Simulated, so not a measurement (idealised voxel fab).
Title: Process Module voxel wiring stack
Cross-section cut: width 235 nm, square cells of 5 nm.
Reading order for cross-sections: top band down to bottom band. Underlying form: a grid of square cells. Band size: one or more rows of cells. Read a band's entry like this: the first values are the height of its top and the height of its bottom in nm, and what follows is the sequence of materials from left to right, each with its width in nm. Note that "blank" is empty space, and that a single material marked "edge to edge" reaches across the band from edge to edge. Counting heights begins at 0, where everything beneath is, in the wafer as received, one material. The lowest band has no bottom; it goes on downwards, as "0 -> down" shows. The width entry "30..40" should be interpreted row by row: the top row of cells in the band takes the first number, the bottom row takes the second number, and the change between adjacent rows is uniform throughout. Take "remained the same" at face value: in the step it is given for, the cross-section changed in none of its cells. This entry, "Closed void roster", enumerates those empty regions of no fewer than 8 cells that possess no open connection to the top. Each region is reported in the form width x height at distance, the distance being taken from the left edge, with all three quantities expressed in nm. Formally, on a step line, whatever follows the settings is a remark that the simulator itself makes on the step. overlay nm: right-of-plan distance of the mask on a masked step; negative values mean left-of-plan.

The following list gives the planned process steps:
1: RECEIVE | material Si
2: CONFORMAL_DEP | material SiO2 | thk nm 10
3: DIRECTIONAL_DEP | material TiN | thk nm 5
4: DIRECTIONAL_DEP | material W | thk nm 15
5: PATTERN | tone cover | mask id METAL_1 | material resist | width nm 25 | pitch nm 45 | thk nm 20 | overlay nm 0
6: DIRECTIONAL_ETCH | etch materials W | depth nm 15
7: DIRECTIONAL_ETCH | etch materials TiN | depth nm 5
8: STRIP | etch materials resist
9: CONFORMAL_DEP | material SiCN | thk nm 5
10: FILL_DEP | material SiO2 | thk nm 5
11: CMP | height nm 30
12: CONFORMAL_DEP | material SiCN | thk nm 5
13: DIRECTIONAL_DEP | material lowk | thk nm 15
14: PATTERN | tone open | mask id PLUG_1 | material resist | width nm 15 | thk nm 20 | overlay nm 0
15: DIRECTIONAL_ETCH | etch materials lowk | depth nm 15
16: DIRECTIONAL_ETCH | etch materials SiCN | depth nm 5
17: STRIP | etch materials resist
18: EPI | material Ru | thk nm 10
19: EPI | material Ru | thk nm 10
20: CONFORMAL_DEP | material SiN | thk nm 5
21: DIRECTIONAL_DEP | material SiO2 | thk nm 25
22: PATTERN | tone open | mask id METAL_2 | material resist | width nm 25 | pitch nm 45 | thk nm 20 | overlay nm 0
23: DIRECTIONAL_ETCH | etch materials SiO2 | depth nm 25
24: DIRECTIONAL_ETCH | etch materials SiN | depth nm 5
25: STRIP | etch materials resist
26: CONFORMAL_DEP | material TiN | thk nm 5
27: FILL_DEP | material Cu | thk nm 10
28: CMP | height nm 80
29: CONFORMAL_DEP | material SiCN | thk nm 5
30: DIRECTIONAL_DEP | material lowk | thk nm 10
31: PATTERN | tone open | mask id PLUG_2 | material resist | width nm 15 | pitch nm 45 | thk nm 20 | overlay nm 0
32: DIRECTIONAL_ETCH | etch materials lowk | depth nm 10
33: DIRECTIONAL_ETCH | etch materials SiCN | depth nm 5
34: STRIP | etch materials resist
35: EPI | material Ru | thk nm 10
36: EPI | material Ru | thk nm 5
37: DIRECTIONAL_DEP | material TiN | thk nm 5
38: DIRECTIONAL_DEP | material Ru | thk nm 15
39: DIRECTIONAL_DEP | material aC | thk nm 10
40: PATTERN | tone cover | mask id METAL_3 | material resist | width nm 25 | pitch nm 45 | thk nm 25 | overlay nm 0
41: DIRECTIONAL_ETCH | etch materials aC | depth nm 10
42: STRIP | etch materials resist
43: DIRECTIONAL_ETCH | etch materials Ru | depth nm 15
44: DIRECTIONAL_ETCH | etch materials TiN | depth nm 5
45: STRIP | etch materials aC
46: CONFORMAL_DEP | material SiN | thk nm 5
47: FILL_DEP | material lowk | thk nm 10
48: CMP | height nm 115
49: CONFORMAL_DEP | material SiCN | thk nm 5
50: DIRECTIONAL_DEP | material SiO2 | thk nm 25
51: DIRECTIONAL_DEP | material aC | thk nm 10
52: PATTERN | tone open | mask id METAL_4_HOLES | material resist | width nm 15 | pitch nm 45 | thk nm 25 | overlay nm 0
53: DIRECTIONAL_ETCH | etch materials aC | depth nm 10
54: STRIP | etch materials resist
55: DIRECTIONAL_ETCH | etch materials SiO2 | depth nm 25
56: STRIP | etch materials aC
57: MASKED_ETCH | tone open | mask id METAL_4 | width nm 25 | pitch nm 45 | etch materials SiO2 | depth nm 15 | overlay nm 0
58: MASKED_ETCH | tone open | mask id METAL_4 | width nm 25 | pitch nm 45 | etch materials SiCN | depth nm 5 | overlay nm 0
59: CONFORMAL_DEP | material TiN | thk nm 5
60: FILL_DEP | material Cu | thk nm 5
61: CMP | height nm 145
62: CONFORMAL_DEP | material SiN | thk nm 5

First of two wafers: run as planned:

Cross-section, incoming material, after step 1:
> 0 -> down = Si edge to edge
> Closed void roster: none

Upon completion of step 2, the wafer appears in cross-section as shown:
> 10 -> 0 = SiO2 edge to edge
> All layers under 0 are left as they were.

Upon completion of step 3, the wafer appears in cross-section as shown:
> 15 -> 10 = TiN edge to edge
> All layers under 10 are left as they were.

Upon completion of step 4, the wafer appears in cross-section as shown:
> 30 -> 15 = W edge to edge
> All layers under 15 are left as they were.

Upon completion of step 5, the wafer appears in cross-section as shown:
> 50 -> 30 = 80 blank / 25 resist / 20 blank / 25 resist / 85 blank
> All layers under 30 are left as they were.

Upon completion of step 6, the wafer appears in cross-section as shown:
> 50 -> 30 = 80 blank / 25 resist / 20 blank / 25 resist / 85 blank
> 30 -> 15 = 80 blank / 25 W / 20 blank / 25 W / 85 blank
> All layers under 15 are left as they were.

Upon completion of step 7, the wafer appears in cross-section as shown:
> 50 -> 30 = 80 blank / 25 resist / 20 blank / 25 resist / 85 blank
> 30 -> 15 = 80 blank / 25 W / 20 blank / 25 W / 85 blank
> 15 -> 10 = 80 blank / 25 TiN / 20 blank / 25 TiN / 85 blank
> All layers under 10 are left as they were.

Upon completion of step 8, the wafer appears in cross-section as shown:
> 30 -> 15 = 80 blank / 25 W / 20 blank / 25 W / 85 blank
> All layers under 15 are left as they were.

Upon completion of step 9, the wafer appears in cross-section as shown:
> 35 -> 30 = 75 blank / 35 SiCN / 10 blank / 35 SiCN / 80 blank
> 30 -> 15 = 75 blank / 5 SiCN / 25 W / 5 SiCN / 10 blank / 5 SiCN / 25 W / 5 SiCN / 80 blank
> 15 -> 10 = 80 SiCN / 25 TiN / 20 SiCN / 25 TiN / 85 SiCN
> All layers under 10 are left as they were.

Upon completion of step 10, the wafer appears in cross-section as shown:
> 40 -> 35 = SiO2 edge to edge
> 35 -> 30 = 75 SiO2 / 35 SiCN / 10 SiO2 / 35 SiCN / 80 SiO2
> 30 -> 15 = 75 SiO2 / 5 SiCN / 25 W / 5 SiCN / 10 SiO2 / 5 SiCN / 25 W / 5 SiCN / 80 SiO2
> All layers under 15 are left as they were.

Upon completion of step 11, the wafer appears in cross-section as shown:
> 30 -> 15 = 75 SiO2 / 5 SiCN / 25 W / 5 SiCN / 10 SiO2 / 5 SiCN / 25 W / 5 SiCN / 80 SiO2
> All layers under 15 are left as they were.

Upon completion of step 12, the wafer appears in cross-section as shown:
> 35 -> 30 = SiCN edge to edge
> All layers under 30 are left as they were.

Upon completion of step 13, the wafer appears in cross-section as shown:
> 50 -> 35 = lowk edge to edge
> All layers under 35 are left as they were.

Upon completion of step 14, the wafer appears in cross-section as shown:
> 70 -> 50 = 80 resist / 15 blank / 140 resist
> All layers under 50 are left as they were.

Upon completion of step 15, the wafer appears in cross-section as shown:
> 70 -> 50 = 80 resist / 15 blank / 140 resist
> 50 -> 35 = 80 lowk / 15 blank / 140 lowk
> All layers under 35 are left as they were.

Upon completion of step 16, the wafer appears in cross-section as shown:
> 70 -> 50 = 80 resist / 15 blank / 140 resist
> 50 -> 35 = 80 lowk / 15 blank / 140 lowk
> 35 -> 30 = 80 SiCN / 15 blank / 140 SiCN
> All layers under 30 are left as they were.

Upon completion of step 17, the wafer appears in cross-section as shown:
> 50 -> 35 = 80 lowk / 15 blank / 140 lowk
> All layers under 35 are left as they were.

Upon completion of step 18, the wafer appears in cross-section as shown:
> 50 -> 40 = 80 lowk / 15 blank / 140 lowk
> 40 -> 35 = 80 lowk / 15 Ru / 140 lowk
> 35 -> 30 = 80 SiCN / 15 Ru / 140 SiCN
> All layers under 30 are left as they were.

Upon completion of step 19, the wafer appears in cross-section as shown:
> 50 -> 35 = 80 lowk / 15 Ru / 140 lowk
> All layers under 35 are left as they were.

Upon completion of step 20, the wafer appears in cross-section as shown:
> 55 -> 50 = SiN edge to edge
> All layers under 50 are left as they were.

Upon completion of step 21, the wafer appears in cross-section as shown:
> 80 -> 55 = SiO2 edge to edge
> All layers under 55 are left as they were.

Upon completion of step 22, the wafer appears in cross-section as shown:
> 100 -> 80 = 80 resist / 25 blank / 20 resist / 25 blank / 85 resist
> All layers under 80 are left as they were.

Upon completion of step 23, the wafer appears in cross-section as shown:
> 100 -> 80 = 80 resist / 25 blank / 20 resist / 25 blank / 85 resist
> 80 -> 55 = 80 SiO2 / 25 blank / 20 SiO2 / 25 blank / 85 SiO2
> All layers under 55 are left as they were.

Upon completion of step 24, the wafer appears in cross-section as shown:
> 100 -> 80 = 80 resist / 25 blank / 20 resist / 25 blank / 85 resist
> 80 -> 55 = 80 SiO2 / 25 blank / 20 SiO2 / 25 blank / 85 SiO2
> 55 -> 50 = 80 SiN / 25 blank / 20 SiN / 25 blank / 85 SiN
> All layers under 50 are left as they were.

Upon completion of step 25, the wafer appears in cross-section as shown:
> 80 -> 55 = 80 SiO2 / 25 blank / 20 SiO2 / 25 blank / 85 SiO2
> All layers under 55 are left as they were.

Upon completion of step 26, the wafer appears in cross-section as shown:
> 85 -> 80 = 85 TiN / 15 blank / 30 TiN / 15 blank / 90 TiN
> 80 -> 55 = 80 SiO2 / 5 TiN / 15 blank / 5 TiN / 20 SiO2 / 5 TiN / 15 blank / 5 TiN / 85 SiO2
> 55 -> 50 = 80 SiN / 25 TiN / 20 SiN / 25 TiN / 85 SiN
> All layers under 50 are left as they were.

Upon completion of step 27, the wafer appears in cross-section as shown:
> 95 -> 85 = Cu edge to edge
> 85 -> 80 = 85 TiN / 15 Cu / 30 TiN / 15 Cu / 90 TiN
> 80 -> 55 = 80 SiO2 / 5 TiN / 15 Cu / 5 TiN / 20 SiO2 / 5 TiN / 15 Cu / 5 TiN / 85 SiO2
> All layers under 55 are left as they were.

Upon completion of step 28, the wafer appears in cross-section as shown:
> 80 -> 55 = 80 SiO2 / 5 TiN / 15 Cu / 5 TiN / 20 SiO2 / 5 TiN / 15 Cu / 5 TiN / 85 SiO2
> All layers under 55 are left as they were.

Upon completion of step 29, the wafer appears in cross-section as shown:
> 85 -> 80 = SiCN edge to edge
> All layers under 80 are left as they were.

Upon completion of step 30, the wafer appears in cross-section as shown:
> 95 -> 85 = lowk edge to edge
> All layers under 85 are left as they were.

Upon completion of step 31, the wafer appears in cross-section as shown:
> 115 -> 95 = 80 resist / 15 blank / 30 resist / 15 blank / 95 resist
> All layers under 95 are left as they were.

Upon completion of step 32, the wafer appears in cross-section as shown:
> 115 -> 95 = 80 resist / 15 blank / 30 resist / 15 blank / 95 resist
> 95 -> 85 = 80 lowk / 15 blank / 30 lowk / 15 blank / 95 lowk
> All layers under 85 are left as they were.

Upon completion of step 33, the wafer appears in cross-section as shown:
> 115 -> 95 = 80 resist / 15 blank / 30 resist / 15 blank / 95 resist
> 95 -> 85 = 80 lowk / 15 blank / 30 lowk / 15 blank / 95 lowk
> 85 -> 80 = 80 SiCN / 15 blank / 30 SiCN / 15 blank / 95 SiCN
> All layers under 80 are left as they were.

Upon completion of step 34, the wafer appears in cross-section as shown:
> 95 -> 85 = 80 lowk / 15 blank / 30 lowk / 15 blank / 95 lowk
> All layers under 85 are left as they were.

Upon completion of step 35, the wafer appears in cross-section as shown:
> 95 -> 90 = 80 lowk / 15 blank / 30 lowk / 15 blank / 95 lowk
> 90 -> 85 = 80 lowk / 15 Ru / 30 lowk / 15 Ru / 95 lowk
> 85 -> 80 = 80 SiCN / 15 Ru / 30 SiCN / 15 Ru / 95 SiCN
> All layers under 80 are left as they were.

Upon completion of step 36, the wafer appears in cross-section as shown:
> 95 -> 85 = 80 lowk / 15 Ru / 30 lowk / 15 Ru / 95 lowk
> All layers under 85 are left as they were.

Upon completion of step 37, the wafer appears in cross-section as shown:
> 100 -> 95 = TiN edge to edge
> All layers under 95 are left as they were.

Upon completion of step 38, the wafer appears in cross-section as shown:
> 115 -> 100 = Ru edge to edge
> All layers under 100 are left as they were.

Upon completion of step 39, the wafer appears in cross-section as shown:
> 125 -> 115 = aC edge to edge
> All layers under 115 are left as they were.

Upon completion of step 40, the wafer appears in cross-section as shown:
> 150 -> 125 = 80 blank / 25 resist / 20 blank / 25 resist / 85 blank
> All layers under 125 are left as they were.

Upon completion of step 41, the wafer appears in cross-section as shown:
> 140 -> 125 = 80 blank / 25 resist / 20 blank / 25 resist / 85 blank
> 125 -> 115 = 80 blank / 25 aC / 20 blank / 25 aC / 85 blank
> All layers under 115 are left as they were.

Upon completion of step 42, the wafer appears in cross-section as shown:
> 125 -> 115 = 80 blank / 25 aC / 20 blank / 25 aC / 85 blank
> All layers under 115 are left as they were.

Upon completion of step 43, the wafer appears in cross-section as shown:
> 125 -> 115 = 80 blank / 25 aC / 20 blank / 25 aC / 85 blank
> 115 -> 100 = 80 blank / 25 Ru / 20 blank / 25 Ru / 85 blank
> All layers under 100 are left as they were.

Upon completion of step 44, the wafer appears in cross-section as shown:
> 125 -> 115 = 80 blank / 25 aC / 20 blank / 25 aC / 85 blank
> 115 -> 100 = 80 blank / 25 Ru / 20 blank / 25 Ru / 85 blank
> 100 -> 95 = 80 blank / 25 TiN / 20 blank / 25 TiN / 85 blank
> All layers under 95 are left as they were.

Upon completion of step 45, the wafer appears in cross-section as shown:
> 115 -> 100 = 80 blank / 25 Ru / 20 blank / 25 Ru / 85 blank
> All layers under 100 are left as they were.

Upon completion of step 46, the wafer appears in cross-section as shown:
> 120 -> 115 = 75 blank / 35 SiN / 10 blank / 35 SiN / 80 blank
> 115 -> 100 = 75 blank / 5 SiN / 25 Ru / 5 SiN / 10 blank / 5 SiN / 25 Ru / 5 SiN / 80 blank
> 100 -> 95 = 80 SiN / 25 TiN / 20 SiN / 25 TiN / 85 SiN
> All layers under 95 are left as they were.

Upon completion of step 47, the wafer appears in cross-section as shown:
> 130 -> 120 = lowk edge to edge
> 120 -> 115 = 75 lowk / 35 SiN / 10 lowk / 35 SiN / 80 lowk
> 115 -> 100 = 75 lowk / 5 SiN / 25 Ru / 5 SiN / 10 lowk / 5 SiN / 25 Ru / 5 SiN / 80 lowk
> All layers under 100 are left as they were.

Upon completion of step 48, the wafer appears in cross-section as shown:
> 115 -> 100 = 75 lowk / 5 SiN / 25 Ru / 5 SiN / 10 lowk / 5 SiN / 25 Ru / 5 SiN / 80 lowk
> All layers under 100 are left as they were.

Upon completion of step 49, the wafer appears in cross-section as shown:
> 120 -> 115 = SiCN edge to edge
> All layers under 115 are left as they were.

Upon completion of step 50, the wafer appears in cross-section as shown:
> 145 -> 120 = SiO2 edge to edge
> All layers under 120 are left as they were.

Upon completion of step 51, the wafer appears in cross-section as shown:
> 155 -> 145 = aC edge to edge
> All layers under 145 are left as they were.

Upon completion of step 52, the wafer appears in cross-section as shown:
> 180 -> 155 = 80 resist / 15 blank / 30 resist / 15 blank / 95 resist
> All layers under 155 are left as they were.

Upon completion of step 53, the wafer appears in cross-section as shown:
> 170 -> 155 = 80 resist / 15 blank / 30 resist / 15 blank / 95 resist
> 155 -> 145 = 80 aC / 15 blank / 30 aC / 15 blank / 95 aC
> All layers under 145 are left as they were.

Upon completion of step 54, the wafer appears in cross-section as shown:
> 155 -> 145 = 80 aC / 15 blank / 30 aC / 15 blank / 95 aC
> All layers under 145 are left as they were.

Upon completion of step 55, the wafer appears in cross-section as shown:
> 155 -> 145 = 80 aC / 15 blank / 30 aC / 15 blank / 95 aC
> 145 -> 120 = 80 SiO2 / 15 blank / 30 SiO2 / 15 blank / 95 SiO2
> All layers under 120 are left as they were.

Upon completion of step 56, the wafer appears in cross-section as shown:
> 145 -> 120 = 80 SiO2 / 15 blank / 30 SiO2 / 15 blank / 95 SiO2
> All layers under 120 are left as they were.

Upon completion of step 57, the wafer appears in cross-section as shown:
> 145 -> 130 = 80 SiO2 / 25 blank / 20 SiO2 / 25 blank / 85 SiO2
> All layers under 130 are left as they were.

Upon completion of step 58, the wafer appears in cross-section as shown:
> 145 -> 130 = 80 SiO2 / 25 blank / 20 SiO2 / 25 blank / 85 SiO2
> 130 -> 120 = 80 SiO2 / 15 blank / 30 SiO2 / 15 blank / 95 SiO2
> 120 -> 115 = 80 SiCN / 15 blank / 30 SiCN / 15 blank / 95 SiCN
> All layers under 115 are left as they were.

Upon completion of step 59, the wafer appears in cross-section as shown:
> 150 -> 145 = 85 TiN / 15 blank / 30 TiN / 15 blank / 90 TiN
> 145 -> 135 = 80 SiO2 / 5 TiN / 15 blank / 5 TiN / 20 SiO2 / 5 TiN / 15 blank / 5 TiN / 85 SiO2
> 135 -> 130 = 80 SiO2 / 5 TiN / 5 blank / 15 TiN / 20 SiO2 / 5 TiN / 5 blank / 15 TiN / 85 SiO2
> 130 -> 120 = 80 SiO2 / 5 TiN / 5 blank / 5 TiN / 30 SiO2 / 5 TiN / 5 blank / 5 TiN / 95 SiO2
> 120 -> 115 = 80 SiCN / 15 TiN / 30 SiCN / 15 TiN / 95 SiCN
> All layers under 115 are left as they were.

Upon completion of step 60, the wafer appears in cross-section as shown:
> 155 -> 150 = Cu edge to edge
> 150 -> 145 = 85 TiN / 15 Cu / 30 TiN / 15 Cu / 90 TiN
> 145 -> 135 = 80 SiO2 / 5 TiN / 15 Cu / 5 TiN / 20 SiO2 / 5 TiN / 15 Cu / 5 TiN / 85 SiO2
> 135 -> 130 = 80 SiO2 / 5 TiN / 5 Cu / 15 TiN / 20 SiO2 / 5 TiN / 5 Cu / 15 TiN / 85 SiO2
> 130 -> 120 = 80 SiO2 / 5 TiN / 5 Cu / 5 TiN / 30 SiO2 / 5 TiN / 5 Cu / 5 TiN / 95 SiO2
> All layers under 120 are left as they were.

Upon completion of step 61, the wafer appears in cross-section as shown:
> 145 -> 135 = 80 SiO2 / 5 TiN / 15 Cu / 5 TiN / 20 SiO2 / 5 TiN / 15 Cu / 5 TiN / 85 SiO2
> All layers under 135 are left as they were.

Upon completion of step 62, the wafer appears in cross-section as shown:
> 150 -> 145 = SiN edge to edge
> All layers under 145 are left as they were.

Second wafer: same start and same plan as the first, one execution error; identical to the first through step 31:

At the planned end of step 32, the second wafer in cross-section:
> 115 -> 95 = 80 resist / 15 blank / 30 resist / 15 blank / 95 resist
> 95 -> 90 = 80 lowk / 15 blank / 30 lowk / 15 blank / 95 lowk
> All layers under 90 are left as they were.

At the planned end of step 33, the second wafer in cross-section: remained the same

At the planned end of step 34, the second wafer in cross-section:
> 95 -> 90 = 80 lowk / 15 blank / 30 lowk / 15 blank / 95 lowk
> All layers under 90 are left as they were.

At the planned end of step 35, the second wafer in cross-section: remained the same

At the planned end of step 36, the second wafer in cross-section: remained the same

At the planned end of step 37, the second wafer in cross-section:
> 100 -> 95 = 80 TiN / 15 blank / 30 TiN / 15 blank / 95 TiN
> 95 -> 90 = 80 lowk / 15 TiN / 30 lowk / 15 TiN / 95 lowk
> All layers under 90 are left as they were.

At the planned end of step 38, the second wafer in cross-section:
> 115 -> 110 = 80 Ru / 15 blank / 30 Ru / 15 blank / 95 Ru
> 110 -> 100 = Ru edge to edge
> 100 -> 95 = 80 TiN / 15 Ru / 30 TiN / 15 Ru / 95 TiN
> All layers under 95 are left as they were.

At the planned end of step 39, the second wafer in cross-section:
> 125 -> 120 = 80 aC / 15 blank / 30 aC / 15 blank / 95 aC
> 120 -> 115 = aC edge to edge
> 115 -> 110 = 80 Ru / 15 aC / 30 Ru / 15 aC / 95 Ru
> All layers under 110 are left as they were.

At the planned end of step 40, the second wafer in cross-section:
> 150 -> 125 = 80 blank / 25 resist / 20 blank / 25 resist / 85 blank
> 125 -> 120 = 80 aC / 15 resist / 30 aC / 15 resist / 95 aC
> All layers under 120 are left as they were.

At the planned end of step 41, the second wafer in cross-section:
> 140 -> 125 = 80 blank / 25 resist / 20 blank / 25 resist / 85 blank
> 125 -> 120 = 80 blank / 15 resist / 10 aC / 20 blank / 15 resist / 10 aC / 85 blank
> 120 -> 115 = 80 blank / 25 aC / 20 blank / 25 aC / 85 blank
> All layers under 115 are left as they were.

At the planned end of step 42, the second wafer in cross-section:
> 125 -> 115 = 95..80 blank / 10..25 aC / 35..20 blank / 10..25 aC / 85 blank
> All layers under 115 are left as they were.

At the planned end of step 43, the second wafer in cross-section:
> 125 -> 115 = 95..80 blank / 10..25 aC / 35..20 blank / 10..25 aC / 85 blank
> 115 -> 110 = 80 blank / 15 aC / 10 Ru / 20 blank / 15 aC / 10 Ru / 85 blank
> 110 -> 100 = 80 blank / 25 Ru / 20 blank / 25 Ru / 85 blank
> All layers under 100 are left as they were.

At the planned end of step 44, the second wafer in cross-section:
> 125 -> 115 = 95..80 blank / 10..25 aC / 35..20 blank / 10..25 aC / 85 blank
> 115 -> 110 = 80 blank / 15 aC / 10 Ru / 20 blank / 15 aC / 10 Ru / 85 blank
> 110 -> 100 = 80 blank / 25 Ru / 20 blank / 25 Ru / 85 blank
> 100 -> 95 = 80 blank / 15 Ru / 10 TiN / 20 blank / 15 Ru / 10 TiN / 85 blank
> All layers under 95 are left as they were.

At the planned end of step 45, the second wafer in cross-section:
> 115 -> 110 = 95 blank / 10 Ru / 35 blank / 10 Ru / 85 blank
> All layers under 110 are left as they were.

At the planned end of step 46, the second wafer in cross-section:
> 120 -> 115 = 90 blank / 20 SiN / 25 blank / 20 SiN / 80 blank
> 115 -> 110 = 75 blank / 20 SiN / 10 Ru / 5 SiN / 10 blank / 20 SiN / 10 Ru / 5 SiN / 80 blank
> 110 -> 100 = 75 blank / 5 SiN / 25 Ru / 5 SiN / 10 blank / 5 SiN / 25 Ru / 5 SiN / 80 blank
> 100 -> 95 = 80 SiN / 15 Ru / 10 TiN / 20 SiN / 15 Ru / 10 TiN / 85 SiN
> All layers under 95 are left as they were.

At the planned end of step 47, the second wafer in cross-section:
> 130 -> 120 = lowk edge to edge
> 120 -> 115 = 90 lowk / 20 SiN / 25 lowk / 20 SiN / 80 lowk
> 115 -> 110 = 75 lowk / 20 SiN / 10 Ru / 5 SiN / 10 lowk / 20 SiN / 10 Ru / 5 SiN / 80 lowk
> 110 -> 100 = 75 lowk / 5 SiN / 25 Ru / 5 SiN / 10 lowk / 5 SiN / 25 Ru / 5 SiN / 80 lowk
> All layers under 100 are left as they were.

At the planned end of step 48, the second wafer in cross-section:
> 115 -> 110 = 75 lowk / 20 SiN / 10 Ru / 5 SiN / 10 lowk / 20 SiN / 10 Ru / 5 SiN / 80 lowk
> All layers under 110 are left as they were.

At the planned end of step 49, the second wafer in cross-section:
> 120 -> 115 = SiCN edge to edge
> All layers under 115 are left as they were.

At the planned end of step 50, the second wafer in cross-section:
> 145 -> 120 = SiO2 edge to edge
> All layers under 120 are left as they were.

At the planned end of step 51, the second wafer in cross-section:
> 155 -> 145 = aC edge to edge
> All layers under 145 are left as they were.

At the planned end of step 52, the second wafer in cross-section:
> 180 -> 155 = 80 resist / 15 blank / 30 resist / 15 blank / 95 resist
> All layers under 155 are left as they were.

At the planned end of step 53, the second wafer in cross-section:
> 170 -> 155 = 80 resist / 15 blank / 30 resist / 15 blank / 95 resist
> 155 -> 145 = 80 aC / 15 blank / 30 aC / 15 blank / 95 aC
> All layers under 145 are left as they were.

At the planned end of step 54, the second wafer in cross-section:
> 155 -> 145 = 80 aC / 15 blank / 30 aC / 15 blank / 95 aC
> All layers under 145 are left as they were.

At the planned end of step 55, the second wafer in cross-section:
> 155 -> 145 = 80 aC / 15 blank / 30 aC / 15 blank / 95 aC
> 145 -> 120 = 80 SiO2 / 15 blank / 30 SiO2 / 15 blank / 95 SiO2
> All layers under 120 are left as they were.

At the planned end of step 56, the second wafer in cross-section:
> 145 -> 120 = 80 SiO2 / 15 blank / 30 SiO2 / 15 blank / 95 SiO2
> All layers under 120 are left as they were.

At the planned end of step 57, the second wafer in cross-section:
> 145 -> 130 = 80 SiO2 / 25 blank / 20 SiO2 / 25 blank / 85 SiO2
> All layers under 130 are left as they were.

At the planned end of step 58, the second wafer in cross-section:
> 145 -> 130 = 80 SiO2 / 25 blank / 20 SiO2 / 25 blank / 85 SiO2
> 130 -> 120 = 80 SiO2 / 15 blank / 30 SiO2 / 15 blank / 95 SiO2
> 120 -> 115 = 80 SiCN / 15 blank / 30 SiCN / 15 blank / 95 SiCN
> All layers under 115 are left as they were.

At the planned end of step 59, the second wafer in cross-section:
> 150 -> 145 = 85 TiN / 15 blank / 30 TiN / 15 blank / 90 TiN
> 145 -> 135 = 80 SiO2 / 5 TiN / 15 blank / 5 TiN / 20 SiO2 / 5 TiN / 15 blank / 5 TiN / 85 SiO2
> 135 -> 130 = 80 SiO2 / 5 TiN / 5 blank / 15 TiN / 20 SiO2 / 5 TiN / 5 blank / 15 TiN / 85 SiO2
> 130 -> 120 = 80 SiO2 / 5 TiN / 5 blank / 5 TiN / 30 SiO2 / 5 TiN / 5 blank / 5 TiN / 95 SiO2
> 120 -> 115 = 80 SiCN / 15 TiN / 30 SiCN / 15 TiN / 95 SiCN
> All layers under 115 are left as they were.

At the planned end of step 60, the second wafer in cross-section:
> 155 -> 150 = Cu edge to edge
> 150 -> 145 = 85 TiN / 15 Cu / 30 TiN / 15 Cu / 90 TiN
> 145 -> 135 = 80 SiO2 / 5 TiN / 15 Cu / 5 TiN / 20 SiO2 / 5 TiN / 15 Cu / 5 TiN / 85 SiO2
> 135 -> 130 = 80 SiO2 / 5 TiN / 5 Cu / 15 TiN / 20 SiO2 / 5 TiN / 5 Cu / 15 TiN / 85 SiO2
> 130 -> 120 = 80 SiO2 / 5 TiN / 5 Cu / 5 TiN / 30 SiO2 / 5 TiN / 5 Cu / 5 TiN / 95 SiO2
> All layers under 120 are left as they were.

At the planned end of step 61, the second wafer in cross-section:
> 145 -> 135 = 80 SiO2 / 5 TiN / 15 Cu / 5 TiN / 20 SiO2 / 5 TiN / 15 Cu / 5 TiN / 85 SiO2
> All layers under 135 are left as they were.

At the planned end of step 62, the second wafer in cross-section:
> 150 -> 145 = SiN edge to edge
> All layers under 145 are left as they were.
Which mistake was made when the wafer was run? step 32 ran with different settings than intended, the actual operation and settings being DIRECTIONAL_ETCH | etch materials lowk | depth nm 5
At the finish, the second wafer shows more or fewer cells for some materials than the first does: Ru -18, SiCN +6, SiN +6, lowk +6
